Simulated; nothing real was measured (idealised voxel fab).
process module | voxel transistor to metal
cross-section cut | 185 nm wide | cells 5 nm
A cross-section is a grid of square cells, given in bands from the top down. A band is one or more rows of cells.
Each band's line starts with the height of the band's top and of its bottom, in nm. Then come its materials from left to right, each with its width in nm. One material with "throughout" fills the band from edge to edge. "air" is empty space.
Height 0 is the level under which the wafer as received is all one material. The lowest band goes on downwards, as in "0 down".
A width such as "30 to 40" changes by the same amount from each row of cells to the next, from the band's top row to its bottom row.
"no change" after a step means that no cell of the cross-section changed.
closed voids: empty space of 8 cells or more with no open way to the top, each as width x height at its distance from the left edge, in nm
after a step's settings: what the simulator itself notes on the step
overlay nm, on a step with a mask: how far to the right of its planned place the mask lay; to the left if negative
plan
1 op RECEIVE | material Si
2 op OXIDIZE | depth nm 5
3 op CONFORMAL_DEP | material SiN | thk nm 10
4 op MASKED_ETCH | tone cover | mask id ACTIVE | width nm 115 | etch materials SiN | depth nm 10 | overlay nm 0
5 op MASKED_ETCH | tone cover | mask id ACTIVE | width nm 115 | etch materials SiO2 | depth nm 5 | overlay nm 0
6 op MASKED_ETCH | tone cover | mask id ACTIVE | width nm 115 | etch materials Si | depth nm 20 | overlay nm 0
7 op OXIDIZE | depth nm 5
8 op FILL_DEP | material SiO2 | thk nm 10
9 op CMP | height nm 10
10 op SELECTIVE_ETCH | etch materials SiO2 | depth nm 10
11 op STRIP | etch materials SiN
12 op SELECTIVE_ETCH | etch materials SiO2 | depth nm 5
13 op OXIDIZE | depth nm 5
14 op DIRECTIONAL_DEP | material polySi | thk nm 25
15 op DIRECTIONAL_DEP | material SiCN | thk nm 15
16 op PATTERN | tone cover | mask id GATE | material resist | width nm 35 | thk nm 20 | overlay nm 0
17 op DIRECTIONAL_ETCH | etch materials SiCN | depth nm 25
18 op DIRECTIONAL_ETCH | etch materials polySi | depth nm 35
19 op STRIP | etch materials resist
20 op CONFORMAL_DEP | material SiN | thk nm 10
21 op DIRECTIONAL_ETCH | etch materials SiN | depth nm 10
22 op DIRECTIONAL_ETCH | etch materials SiO2 | depth nm 5
23 op DIRECTIONAL_ETCH | etch materials Si | depth nm 15
24 op EPI | material SiGe | thk nm 20
25 op FILL_DEP | material SiO2 | thk nm 5
26 op CMP | height nm 20
27 op STRIP | etch materials polySi
28 op SELECTIVE_ETCH | etch materials SiO2 | depth nm 5
29 op CONFORMAL_DEP | material HfO2 | thk nm 5
30 op CONFORMAL_DEP | material TiN | thk nm 5
31 op FILL_DEP | material W | thk nm 10
32 op CMP | height nm 15
33 op DIRECTIONAL_DEP | material SiO2 | thk nm 10
34 op PATTERN | tone open | mask id CONTACT | material resist | width nm 20 | pitch nm 85 | thk nm 20 | overlay nm 0
35 op DIRECTIONAL_ETCH | etch materials SiO2 | depth nm 30
36 op STRIP | etch materials resist
37 op CONFORMAL_DEP | material TiN | thk nm 5
38 op FILL_DEP | material W | thk nm 10
39 op CMP | height nm 25
40 op DIRECTIONAL_DEP | material TiN | thk nm 5
41 op DIRECTIONAL_DEP | material Ru | thk nm 15
42 op PATTERN | tone cover | mask id METAL_1 | material resist | width nm 20 | pitch nm 85 | thk nm 15 | overlay nm 0
43 op DIRECTIONAL_ETCH | etch materials Ru | depth nm 15
44 op DIRECTIONAL_ETCH | etch materials TiN | depth nm 5
45 op STRIP | etch materials resist
46 op CONFORMAL_DEP | material SiCN | thk nm 5
47 op FILL_DEP | material lowk | thk nm 5
48 op CMP | height nm 45
49 op CONFORMAL_DEP | material SiCN | thk nm 5
50 op DIRECTIONAL_DEP | material lowk | thk nm 35
51 op MASKED_ETCH | tone open | mask id METAL_2_HOLES | width nm 15 | pitch nm 85 | etch materials lowk | depth nm 35 | overlay nm 0
52 op PATTERN | tone open | mask id METAL_2 | material resist | width nm 20 | pitch nm 85 | thk nm 15 | overlay nm 0
53 op DIRECTIONAL_ETCH | etch materials lowk | depth nm 20
54 op DIRECTIONAL_ETCH | etch materials SiCN | depth nm 5
55 op STRIP | etch materials resist
56 op CONFORMAL_DEP | material TiN | thk nm 5
57 op FILL_DEP | material Cu | thk nm 5
58 op CMP | height nm 85
59 op CONFORMAL_DEP | material SiCN | thk nm 5
first wafer, as planned
as received, after step 1
  0 down: Si throughout
  closed voids: none
after step 2
  0 to -5: SiO2 throughout
  below -5: unchanged
after step 3
  10 to 0: SiN throughout
  below 0: unchanged
after step 4
  10 to 0: air 35 | SiN 115 | air 35
  below 0: unchanged
after step 5
  10 to 0: air 35 | SiN 115 | air 35
  0 to -5: air 35 | SiO2 115 | air 35
  below -5: unchanged
after step 6
  10 to 0: air 35 | SiN 115 | air 35
  0 to -5: air 35 | SiO2 115 | air 35
  -5 to -25: air 35 | Si 115 | air 35
  below -25: unchanged
after step 7
  10 to 0: air 35 | SiN 115 | air 35
  0 to -5: air 35 | SiO2 115 | air 35
  -5 to -25: air 35 | SiO2 5 | Si 105 | SiO2 5 | air 35
  -25 to -30: SiO2 40 | Si 105 | SiO2 40
  below -30: unchanged
after step 8
  20 to 10: SiO2 throughout
  10 to 0: SiO2 35 | SiN 115 | SiO2 35
  0 to -5: SiO2 throughout
  -5 to -30: SiO2 40 | Si 105 | SiO2 40
  below -30: unchanged
after step 9
  10 to 0: SiO2 35 | SiN 115 | SiO2 35
  below 0: unchanged
after step 10
  10 to 0: air 35 | SiN 115 | air 35
  below 0: unchanged
after step 11
  0 to -5: SiO2 throughout
  below -5: unchanged
after step 12
  -5 to -30: SiO2 40 | Si 105 | SiO2 40
  below -30: unchanged
after step 13
  -5 to -10: SiO2 throughout
  below -10: unchanged
after step 14
  20 to -5: polySi throughout
  below -5: unchanged
after step 15
  35 to 20: SiCN throughout
  below 20: unchanged
after step 16
  55 to 35: air 75 | resist 35 | air 75
  below 35: unchanged
after step 17
  55 to 35: air 75 | resist 35 | air 75
  35 to 20: air 75 | SiCN 35 | air 75
  below 20: unchanged
after step 18
  55 to 35: air 75 | resist 35 | air 75
  35 to 20: air 75 | SiCN 35 | air 75
  20 to -5: air 75 | polySi 35 | air 75
  below -5: unchanged
after step 19
  35 to 20: air 75 | SiCN 35 | air 75
  below 20: unchanged
after step 20
  45 to 35: air 65 | SiN 55 | air 65
  35 to 20: air 65 | SiN 10 | SiCN 35 | SiN 10 | air 65
  20 to 5: air 65 | SiN 10 | polySi 35 | SiN 10 | air 65
  5 to -5: SiN 75 | polySi 35 | SiN 75
  below -5: unchanged
after step 21
  35 to 20: air 65 | SiN 10 | SiCN 35 | SiN 10 | air 65
  20 to -5: air 65 | SiN 10 | polySi 35 | SiN 10 | air 65
  below -5: unchanged
after step 22
  35 to 20: air 65 | SiN 10 | SiCN 35 | SiN 10 | air 65
  20 to -5: air 65 | SiN 10 | polySi 35 | SiN 10 | air 65
  -5 to -10: air 65 | SiO2 55 | air 65
  below -10: unchanged
after step 23
  35 to 20: air 65 | SiN 10 | SiCN 35 | SiN 10 | air 65
  20 to -5: air 65 | SiN 10 | polySi 35 | SiN 10 | air 65
  -5 to -10: air 65 | SiO2 55 | air 65
  -10 to -25: SiO2 40 | air 25 | Si 55 | air 25 | SiO2 40
  below -25: unchanged
after step 24
  35 to 20: air 65 | SiN 10 | SiCN 35 | SiN 10 | air 65
  20 to 10: air 65 | SiN 10 | polySi 35 | SiN 10 | air 65
  10 to -5: air 45 | SiGe 20 | SiN 10 | polySi 35 | SiN 10 | SiGe 20 | air 45
  -5 to -10: air 35 | SiGe 30 | SiO2 55 | SiGe 30 | air 35
  -10 to -25: SiO2 40 | SiGe 25 | Si 55 | SiGe 25 | SiO2 40
  below -25: unchanged
after step 25
  40 to 35: SiO2 throughout
  35 to 20: SiO2 65 | SiN 10 | SiCN 35 | SiN 10 | SiO2 65
  20 to 10: SiO2 65 | SiN 10 | polySi 35 | SiN 10 | SiO2 65
  10 to -5: SiO2 45 | SiGe 20 | SiN 10 | polySi 35 | SiN 10 | SiGe 20 | SiO2 45
  -5 to -10: SiO2 35 | SiGe 30 | SiO2 55 | SiGe 30 | SiO2 35
  below -10: unchanged
after step 26
  20 to 10: SiO2 65 | SiN 10 | polySi 35 | SiN 10 | SiO2 65
  below 10: unchanged
after step 27
  20 to 10: SiO2 65 | SiN 10 | air 35 | SiN 10 | SiO2 65
  10 to -5: SiO2 45 | SiGe 20 | SiN 10 | air 35 | SiN 10 | SiGe 20 | SiO2 45
  below -5: unchanged
after step 28
  20 to 15: air 65 | SiN 10 | air 35 | SiN 10 | air 65
  15 to 10: SiO2 65 | SiN 10 | air 35 | SiN 10 | SiO2 65
  10 to -5: SiO2 45 | SiGe 20 | SiN 10 | air 35 | SiN 10 | SiGe 20 | SiO2 45
  -5 to -10: SiO2 35 | SiGe 30 | SiO2 5 | air 45 | SiO2 5 | SiGe 30 | SiO2 35
  below -10: unchanged
after step 29
  25 to 20: air 60 | HfO2 20 | air 25 | HfO2 20 | air 60
  20 to 15: HfO2 65 | SiN 10 | HfO2 5 | air 25 | HfO2 5 | SiN 10 | HfO2 65
  15 to 10: SiO2 65 | SiN 10 | HfO2 5 | air 25 | HfO2 5 | SiN 10 | SiO2 65
  10 to -5: SiO2 45 | SiGe 20 | SiN 10 | HfO2 5 | air 25 | HfO2 5 | SiN 10 | SiGe 20 | SiO2 45
  -5 to -10: SiO2 35 | SiGe 30 | SiO2 5 | HfO2 45 | SiO2 5 | SiGe 30 | SiO2 35
  below -10: unchanged
after step 30
  30 to 25: air 55 | TiN 30 | air 15 | TiN 30 | air 55
  25 to 20: TiN 60 | HfO2 20 | TiN 5 | air 15 | TiN 5 | HfO2 20 | TiN 60
  20 to 15: HfO2 65 | SiN 10 | HfO2 5 | TiN 5 | air 15 | TiN 5 | HfO2 5 | SiN 10 | HfO2 65
  15 to 10: SiO2 65 | SiN 10 | HfO2 5 | TiN 5 | air 15 | TiN 5 | HfO2 5 | SiN 10 | SiO2 65
  10 to 0: SiO2 45 | SiGe 20 | SiN 10 | HfO2 5 | TiN 5 | air 15 | TiN 5 | HfO2 5 | SiN 10 | SiGe 20 | SiO2 45
  0 to -5: SiO2 45 | SiGe 20 | SiN 10 | HfO2 5 | TiN 25 | HfO2 5 | SiN 10 | SiGe 20 | SiO2 45
  below -5: unchanged
after step 31
  40 to 30: W throughout
  30 to 25: W 55 | TiN 30 | W 15 | TiN 30 | W 55
  25 to 20: TiN 60 | HfO2 20 | TiN 5 | W 15 | TiN 5 | HfO2 20 | TiN 60
  20 to 15: HfO2 65 | SiN 10 | HfO2 5 | TiN 5 | W 15 | TiN 5 | HfO2 5 | SiN 10 | HfO2 65
  15 to 10: SiO2 65 | SiN 10 | HfO2 5 | TiN 5 | W 15 | TiN 5 | HfO2 5 | SiN 10 | SiO2 65
  10 to 0: SiO2 45 | SiGe 20 | SiN 10 | HfO2 5 | TiN 5 | W 15 | TiN 5 | HfO2 5 | SiN 10 | SiGe 20 | SiO2 45
  below 0: unchanged
after step 32
  15 to 10: SiO2 65 | SiN 10 | HfO2 5 | TiN 5 | W 15 | TiN 5 | HfO2 5 | SiN 10 | SiO2 65
  below 10: unchanged
after step 33
  25 to 15: SiO2 throughout
  below 15: unchanged
after step 34
  45 to 25: resist 40 | air 20 | resist 65 | air 20 | resist 40
  below 25: unchanged
after step 35
  45 to 25: resist 40 | air 20 | resist 65 | air 20 | resist 40
  25 to 15: SiO2 40 | air 20 | SiO2 65 | air 20 | SiO2 40
  15 to 10: SiO2 40 | air 20 | SiO2 5 | SiN 10 | HfO2 5 | TiN 5 | W 15 | TiN 5 | HfO2 5 | SiN 10 | SiO2 5 | air 20 | SiO2 40
  10 to 0: SiO2 40 | air 5 | SiGe 20 | SiN 10 | HfO2 5 | TiN 5 | W 15 | TiN 5 | HfO2 5 | SiN 10 | SiGe 20 | air 5 | SiO2 40
  0 to -5: SiO2 40 | air 5 | SiGe 20 | SiN 10 | HfO2 5 | TiN 25 | HfO2 5 | SiN 10 | SiGe 20 | air 5 | SiO2 40
  below -5: unchanged
after step 36
  25 to 15: SiO2 40 | air 20 | SiO2 65 | air 20 | SiO2 40
  below 15: unchanged
after step 37
  30 to 25: TiN 45 | air 10 | TiN 75 | air 10 | TiN 45
  25 to 15: SiO2 40 | TiN 5 | air 10 | TiN 5 | SiO2 65 | TiN 5 | air 10 | TiN 5 | SiO2 40
  15 to 10: SiO2 40 | TiN 20 | SiO2 5 | SiN 10 | HfO2 5 | TiN 5 | W 15 | TiN 5 | HfO2 5 | SiN 10 | SiO2 5 | TiN 20 | SiO2 40
  10 to 0: SiO2 40 | TiN 5 | SiGe 20 | SiN 10 | HfO2 5 | TiN 5 | W 15 | TiN 5 | HfO2 5 | SiN 10 | SiGe 20 | TiN 5 | SiO2 40
  0 to -5: SiO2 40 | TiN 5 | SiGe 20 | SiN 10 | HfO2 5 | TiN 25 | HfO2 5 | SiN 10 | SiGe 20 | TiN 5 | SiO2 40
  below -5: unchanged
after step 38
  40 to 30: W throughout
  30 to 25: TiN 45 | W 10 | TiN 75 | W 10 | TiN 45
  25 to 15: SiO2 40 | TiN 5 | W 10 | TiN 5 | SiO2 65 | TiN 5 | W 10 | TiN 5 | SiO2 40
  below 15: unchanged
after step 39
  25 to 15: SiO2 40 | TiN 5 | W 10 | TiN 5 | SiO2 65 | TiN 5 | W 10 | TiN 5 | SiO2 40
  below 15: unchanged
after step 40
  30 to 25: TiN throughout
  below 25: unchanged
after step 41
  45 to 30: Ru throughout
  below 30: unchanged
after step 42
  60 to 45: air 40 | resist 20 | air 65 | resist 20 | air 40
  below 45: unchanged
after step 43
  60 to 45: air 40 | resist 20 | air 65 | resist 20 | air 40
  45 to 30: air 40 | Ru 20 | air 65 | Ru 20 | air 40
  below 30: unchanged
after step 44
  60 to 45: air 40 | resist 20 | air 65 | resist 20 | air 40
  45 to 30: air 40 | Ru 20 | air 65 | Ru 20 | air 40
  30 to 25: air 40 | TiN 20 | air 65 | TiN 20 | air 40
  below 25: unchanged
after step 45
  45 to 30: air 40 | Ru 20 | air 65 | Ru 20 | air 40
  below 30: unchanged
after step 46
  50 to 45: air 35 | SiCN 30 | air 55 | SiCN 30 | air 35
  45 to 30: air 35 | SiCN 5 | Ru 20 | SiCN 5 | air 55 | SiCN 5 | Ru 20 | SiCN 5 | air 35
  30 to 25: SiCN 40 | TiN 20 | SiCN 65 | TiN 20 | SiCN 40
  below 25: unchanged
after step 47
  55 to 50: lowk throughout
  50 to 45: lowk 35 | SiCN 30 | lowk 55 | SiCN 30 | lowk 35
  45 to 30: lowk 35 | SiCN 5 | Ru 20 | SiCN 5 | lowk 55 | SiCN 5 | Ru 20 | SiCN 5 | lowk 35
  below 30: unchanged
after step 48
  45 to 30: lowk 35 | SiCN 5 | Ru 20 | SiCN 5 | lowk 55 | SiCN 5 | Ru 20 | SiCN 5 | lowk 35
  below 30: unchanged
after step 49
  50 to 45: SiCN throughout
  below 45: unchanged
after step 50
  85 to 50: lowk throughout
  below 50: unchanged
after step 51
  85 to 50: lowk 40 | air 15 | lowk 70 | air 15 | lowk 45
  below 50: unchanged
after step 52
  100 to 85: resist 40 | air 20 | resist 65 | air 20 | resist 40
  below 85: unchanged
after step 53
  100 to 85: resist 40 | air 20 | resist 65 | air 20 | resist 40
  85 to 65: lowk 40 | air 20 | lowk 65 | air 20 | lowk 40
  below 65: unchanged
after step 54
  100 to 85: resist 40 | air 20 | resist 65 | air 20 | resist 40
  85 to 65: lowk 40 | air 20 | lowk 65 | air 20 | lowk 40
  65 to 50: lowk 40 | air 15 | lowk 70 | air 15 | lowk 45
  50 to 45: SiCN 40 | air 15 | SiCN 70 | air 15 | SiCN 45
  below 45: unchanged
after step 55
  85 to 65: lowk 40 | air 20 | lowk 65 | air 20 | lowk 40
  below 65: unchanged
after step 56
  90 to 85: TiN 45 | air 10 | TiN 75 | air 10 | TiN 45
  85 to 70: lowk 40 | TiN 5 | air 10 | TiN 5 | lowk 65 | TiN 5 | air 10 | TiN 5 | lowk 40
  70 to 65: lowk 40 | TiN 5 | air 5 | TiN 10 | lowk 65 | TiN 5 | air 5 | TiN 10 | lowk 40
  65 to 50: lowk 40 | TiN 5 | air 5 | TiN 5 | lowk 70 | TiN 5 | air 5 | TiN 5 | lowk 45
  50 to 45: SiCN 40 | TiN 15 | SiCN 70 | TiN 15 | SiCN 45
  below 45: unchanged
after step 57
  95 to 90: Cu throughout
  90 to 85: TiN 45 | Cu 10 | TiN 75 | Cu 10 | TiN 45
  85 to 70: lowk 40 | TiN 5 | Cu 10 | TiN 5 | lowk 65 | TiN 5 | Cu 10 | TiN 5 | lowk 40
  70 to 65: lowk 40 | TiN 5 | Cu 5 | TiN 10 | lowk 65 | TiN 5 | Cu 5 | TiN 10 | lowk 40
  65 to 50: lowk 40 | TiN 5 | Cu 5 | TiN 5 | lowk 70 | TiN 5 | Cu 5 | TiN 5 | lowk 45
  below 50: unchanged
after step 58
  85 to 70: lowk 40 | TiN 5 | Cu 10 | TiN 5 | lowk 65 | TiN 5 | Cu 10 | TiN 5 | lowk 40
  below 70: unchanged
after step 59
  90 to 85: SiCN throughout
  below 85: unchanged
second wafer: like start, like plan, one mistake. Through step 15 it matches the first wafer
when step 16 should have ended
  55 to 35: air 75 | resist 40 | air 70
  below 35: unchanged
when step 17 should have ended
  55 to 35: air 75 | resist 40 | air 70
  35 to 20: air 75 | SiCN 40 | air 70
  below 20: unchanged
when step 18 should have ended
  55 to 35: air 75 | resist 40 | air 70
  35 to 20: air 75 | SiCN 40 | air 70
  20 to -5: air 75 | polySi 40 | air 70
  below -5: unchanged
when step 19 should have ended
  35 to 20: air 75 | SiCN 40 | air 70
  below 20: unchanged
when step 20 should have ended
  45 to 35: air 65 | SiN 60 | air 60
  35 to 20: air 65 | SiN 10 | SiCN 40 | SiN 10 | air 60
  20 to 5: air 65 | SiN 10 | polySi 40 | SiN 10 | air 60
  5 to -5: SiN 75 | polySi 40 | SiN 70
  below -5: unchanged
when step 21 should have ended
  35 to 20: air 65 | SiN 10 | SiCN 40 | SiN 10 | air 60
  20 to -5: air 65 | SiN 10 | polySi 40 | SiN 10 | air 60
  below -5: unchanged
when step 22 should have ended
  35 to 20: air 65 | SiN 10 | SiCN 40 | SiN 10 | air 60
  20 to -5: air 65 | SiN 10 | polySi 40 | SiN 10 | air 60
  -5 to -10: air 65 | SiO2 60 | air 60
  below -10: unchanged
when step 23 should have ended
  35 to 20: air 65 | SiN 10 | SiCN 40 | SiN 10 | air 60
  20 to -5: air 65 | SiN 10 | polySi 40 | SiN 10 | air 60
  -5 to -10: air 65 | SiO2 60 | air 60
  -10 to -25: SiO2 40 | air 25 | Si 60 | air 20 | SiO2 40
  below -25: unchanged
when step 24 should have ended
  35 to 20: air 65 | SiN 10 | SiCN 40 | SiN 10 | air 60
  20 to 10: air 65 | SiN 10 | polySi 40 | SiN 10 | air 60
  10 to -5: air 45 | SiGe 20 | SiN 10 | polySi 40 | SiN 10 | SiGe 20 | air 40
  -5 to -10: air 35 | SiGe 30 | SiO2 60 | SiGe 25 | air 35
  -10 to -25: SiO2 40 | SiGe 25 | Si 60 | SiGe 20 | SiO2 40
  below -25: unchanged
when step 25 should have ended
  40 to 35: SiO2 throughout
  35 to 20: SiO2 65 | SiN 10 | SiCN 40 | SiN 10 | SiO2 60
  20 to 10: SiO2 65 | SiN 10 | polySi 40 | SiN 10 | SiO2 60
  10 to -5: SiO2 45 | SiGe 20 | SiN 10 | polySi 40 | SiN 10 | SiGe 20 | SiO2 40
  -5 to -10: SiO2 35 | SiGe 30 | SiO2 60 | SiGe 25 | SiO2 35
  below -10: unchanged
when step 26 should have ended
  20 to 10: SiO2 65 | SiN 10 | polySi 40 | SiN 10 | SiO2 60
  below 10: unchanged
when step 27 should have ended
  20 to 10: SiO2 65 | SiN 10 | air 40 | SiN 10 | SiO2 60
  10 to -5: SiO2 45 | SiGe 20 | SiN 10 | air 40 | SiN 10 | SiGe 20 | SiO2 40
  below -5: unchanged
when step 28 should have ended
  20 to 15: air 65 | SiN 10 | air 40 | SiN 10 | air 60
  15 to 10: SiO2 65 | SiN 10 | air 40 | SiN 10 | SiO2 60
  10 to -5: SiO2 45 | SiGe 20 | SiN 10 | air 40 | SiN 10 | SiGe 20 | SiO2 40
  -5 to -10: SiO2 35 | SiGe 30 | SiO2 5 | air 50 | SiO2 5 | SiGe 25 | SiO2 35
  below -10: unchanged
when step 29 should have ended
  25 to 20: air 60 | HfO2 20 | air 30 | HfO2 20 | air 55
  20 to 15: HfO2 65 | SiN 10 | HfO2 5 | air 30 | HfO2 5 | SiN 10 | HfO2 60
  15 to 10: SiO2 65 | SiN 10 | HfO2 5 | air 30 | HfO2 5 | SiN 10 | SiO2 60
  10 to -5: SiO2 45 | SiGe 20 | SiN 10 | HfO2 5 | air 30 | HfO2 5 | SiN 10 | SiGe 20 | SiO2 40
  -5 to -10: SiO2 35 | SiGe 30 | SiO2 5 | HfO2 50 | SiO2 5 | SiGe 25 | SiO2 35
  below -10: unchanged
when step 30 should have ended
  30 to 25: air 55 | TiN 30 | air 20 | TiN 30 | air 50
  25 to 20: TiN 60 | HfO2 20 | TiN 5 | air 20 | TiN 5 | HfO2 20 | TiN 55
  20 to 15: HfO2 65 | SiN 10 | HfO2 5 | TiN 5 | air 20 | TiN 5 | HfO2 5 | SiN 10 | HfO2 60
  15 to 10: SiO2 65 | SiN 10 | HfO2 5 | TiN 5 | air 20 | TiN 5 | HfO2 5 | SiN 10 | SiO2 60
  10 to 0: SiO2 45 | SiGe 20 | SiN 10 | HfO2 5 | TiN 5 | air 20 | TiN 5 | HfO2 5 | SiN 10 | SiGe 20 | SiO2 40
  0 to -5: SiO2 45 | SiGe 20 | SiN 10 | HfO2 5 | TiN 30 | HfO2 5 | SiN 10 | SiGe 20 | SiO2 40
  below -5: unchanged
when step 31 should have ended
  40 to 30: W throughout
  30 to 25: W 55 | TiN 30 | W 20 | TiN 30 | W 50
  25 to 20: TiN 60 | HfO2 20 | TiN 5 | W 20 | TiN 5 | HfO2 20 | TiN 55
  20 to 15: HfO2 65 | SiN 10 | HfO2 5 | TiN 5 | W 20 | TiN 5 | HfO2 5 | SiN 10 | HfO2 60
  15 to 10: SiO2 65 | SiN 10 | HfO2 5 | TiN 5 | W 20 | TiN 5 | HfO2 5 | SiN 10 | SiO2 60
  10 to 0: SiO2 45 | SiGe 20 | SiN 10 | HfO2 5 | TiN 5 | W 20 | TiN 5 | HfO2 5 | SiN 10 | SiGe 20 | SiO2 40
  below 0: unchanged
when step 32 should have ended
  15 to 10: SiO2 65 | SiN 10 | HfO2 5 | TiN 5 | W 20 | TiN 5 | HfO2 5 | SiN 10 | SiO2 60
  below 10: unchanged
when step 33 should have ended
  25 to 15: SiO2 throughout
  below 15: unchanged
when step 34 should have ended
  45 to 25: resist 40 | air 20 | resist 65 | air 20 | resist 40
  below 25: unchanged
when step 35 should have ended
  45 to 25: resist 40 | air 20 | resist 65 | air 20 | resist 40
  25 to 15: SiO2 40 | air 20 | SiO2 65 | air 20 | SiO2 40
  15 to 10: SiO2 40 | air 20 | SiO2 5 | SiN 10 | HfO2 5 | TiN 5 | W 20 | TiN 5 | HfO2 5 | SiN 10 | air 20 | SiO2 40
  10 to 0: SiO2 40 | air 5 | SiGe 20 | SiN 10 | HfO2 5 | TiN 5 | W 20 | TiN 5 | HfO2 5 | SiN 10 | SiGe 20 | SiO2 40
  0 to -5: SiO2 40 | air 5 | SiGe 20 | SiN 10 | HfO2 5 | TiN 30 | HfO2 5 | SiN 10 | SiGe 20 | SiO2 40
  below -5: unchanged
when step 36 should have ended
  25 to 15: SiO2 40 | air 20 | SiO2 65 | air 20 | SiO2 40
  below 15: unchanged
when step 37 should have ended
  30 to 25: TiN 45 | air 10 | TiN 75 | air 10 | TiN 45
  25 to 15: SiO2 40 | TiN 5 | air 10 | TiN 5 | SiO2 65 | TiN 5 | air 10 | TiN 5 | SiO2 40
  15 to 10: SiO2 40 | TiN 20 | SiO2 5 | SiN 10 | HfO2 5 | TiN 5 | W 20 | TiN 5 | HfO2 5 | SiN 10 | TiN 20 | SiO2 40
  10 to 0: SiO2 40 | TiN 5 | SiGe 20 | SiN 10 | HfO2 5 | TiN 5 | W 20 | TiN 5 | HfO2 5 | SiN 10 | SiGe 20 | SiO2 40
  0 to -5: SiO2 40 | TiN 5 | SiGe 20 | SiN 10 | HfO2 5 | TiN 30 | HfO2 5 | SiN 10 | SiGe 20 | SiO2 40
  below -5: unchanged
when step 38 should have ended
  40 to 30: W throughout
  30 to 25: TiN 45 | W 10 | TiN 75 | W 10 | TiN 45
  25 to 15: SiO2 40 | TiN 5 | W 10 | TiN 5 | SiO2 65 | TiN 5 | W 10 | TiN 5 | SiO2 40
  below 15: unchanged
when step 39 should have ended
  25 to 15: SiO2 40 | TiN 5 | W 10 | TiN 5 | SiO2 65 | TiN 5 | W 10 | TiN 5 | SiO2 40
  below 15: unchanged
when step 40 should have ended
  30 to 25: TiN throughout
  below 25: unchanged
when step 41 should have ended
  45 to 30: Ru throughout
  below 30: unchanged
when step 42 should have ended
  60 to 45: air 40 | resist 20 | air 65 | resist 20 | air 40
  below 45: unchanged
when step 43 should have ended
  60 to 45: air 40 | resist 20 | air 65 | resist 20 | air 40
  45 to 30: air 40 | Ru 20 | air 65 | Ru 20 | air 40
  below 30: unchanged
when step 44 should have ended
  60 to 45: air 40 | resist 20 | air 65 | resist 20 | air 40
  45 to 30: air 40 | Ru 20 | air 65 | Ru 20 | air 40
  30 to 25: air 40 | TiN 20 | air 65 | TiN 20 | air 40
  below 25: unchanged
when step 45 should have ended
  45 to 30: air 40 | Ru 20 | air 65 | Ru 20 | air 40
  below 30: unchanged
when step 46 should have ended
  50 to 45: air 35 | SiCN 30 | air 55 | SiCN 30 | air 35
  45 to 30: air 35 | SiCN 5 | Ru 20 | SiCN 5 | air 55 | SiCN 5 | Ru 20 | SiCN 5 | air 35
  30 to 25: SiCN 40 | TiN 20 | SiCN 65 | TiN 20 | SiCN 40
  below 25: unchanged
when step 47 should have ended
  55 to 50: lowk throughout
  50 to 45: lowk 35 | SiCN 30 | lowk 55 | SiCN 30 | lowk 35
  45 to 30: lowk 35 | SiCN 5 | Ru 20 | SiCN 5 | lowk 55 | SiCN 5 | Ru 20 | SiCN 5 | lowk 35
  below 30: unchanged
when step 48 should have ended
  45 to 30: lowk 35 | SiCN 5 | Ru 20 | SiCN 5 | lowk 55 | SiCN 5 | Ru 20 | SiCN 5 | lowk 35
  below 30: unchanged
when step 49 should have ended
  50 to 45: SiCN throughout
  below 45: unchanged
when step 50 should have ended
  85 to 50: lowk throughout
  below 50: unchanged
when step 51 should have ended
  85 to 50: lowk 40 | air 15 | lowk 70 | air 15 | lowk 45
  below 50: unchanged
when step 52 should have ended
  100 to 85: resist 40 | air 20 | resist 65 | air 20 | resist 40
  below 85: unchanged
when step 53 should have ended
  100 to 85: resist 40 | air 20 | resist 65 | air 20 | resist 40
  85 to 65: lowk 40 | air 20 | lowk 65 | air 20 | lowk 40
  below 65: unchanged
when step 54 should have ended
  100 to 85: resist 40 | air 20 | resist 65 | air 20 | resist 40
  85 to 65: lowk 40 | air 20 | lowk 65 | air 20 | lowk 40
  65 to 50: lowk 40 | air 15 | lowk 70 | air 15 | lowk 45
  50 to 45: SiCN 40 | air 15 | SiCN 70 | air 15 | SiCN 45
  below 45: unchanged
when step 55 should have ended
  85 to 65: lowk 40 | air 20 | lowk 65 | air 20 | lowk 40
  below 65: unchanged
when step 56 should have ended
  90 to 85: TiN 45 | air 10 | TiN 75 | air 10 | TiN 45
  85 to 70: lowk 40 | TiN 5 | air 10 | TiN 5 | lowk 65 | TiN 5 | air 10 | TiN 5 | lowk 40
  70 to 65: lowk 40 | TiN 5 | air 5 | TiN 10 | lowk 65 | TiN 5 | air 5 | TiN 10 | lowk 40
  65 to 50: lowk 40 | TiN 5 | air 5 | TiN 5 | lowk 70 | TiN 5 | air 5 | TiN 5 | lowk 45
  50 to 45: SiCN 40 | TiN 15 | SiCN 70 | TiN 15 | SiCN 45
  below 45: unchanged
when step 57 should have ended
  95 to 90: Cu throughout
  90 to 85: TiN 45 | Cu 10 | TiN 75 | Cu 10 | TiN 45
  85 to 70: lowk 40 | TiN 5 | Cu 10 | TiN 5 | lowk 65 | TiN 5 | Cu 10 | TiN 5 | lowk 40
  70 to 65: lowk 40 | TiN 5 | Cu 5 | TiN 10 | lowk 65 | TiN 5 | Cu 5 | TiN 10 | lowk 40
  65 to 50: lowk 40 | TiN 5 | Cu 5 | TiN 5 | lowk 70 | TiN 5 | Cu 5 | TiN 5 | lowk 45
  below 50: unchanged
when step 58 should have ended
  85 to 70: lowk 40 | TiN 5 | Cu 10 | TiN 5 | lowk 65 | TiN 5 | Cu 10 | TiN 5 | lowk 40
  below 70: unchanged
when step 59 should have ended
  90 to 85: SiCN throughout
  below 85: unchanged
what went wrong: step 16 ran as: op PATTERN | tone cover | mask id GATE | material resist | width nm 40 | thk nm 20 | overlay nm 0
at the end the second wafer has, in cells: 1 more of HfO2 | 3 more of Si | 4 fewer of SiGe | 1 fewer of SiO2 | 2 fewer of TiN | 3 more of W
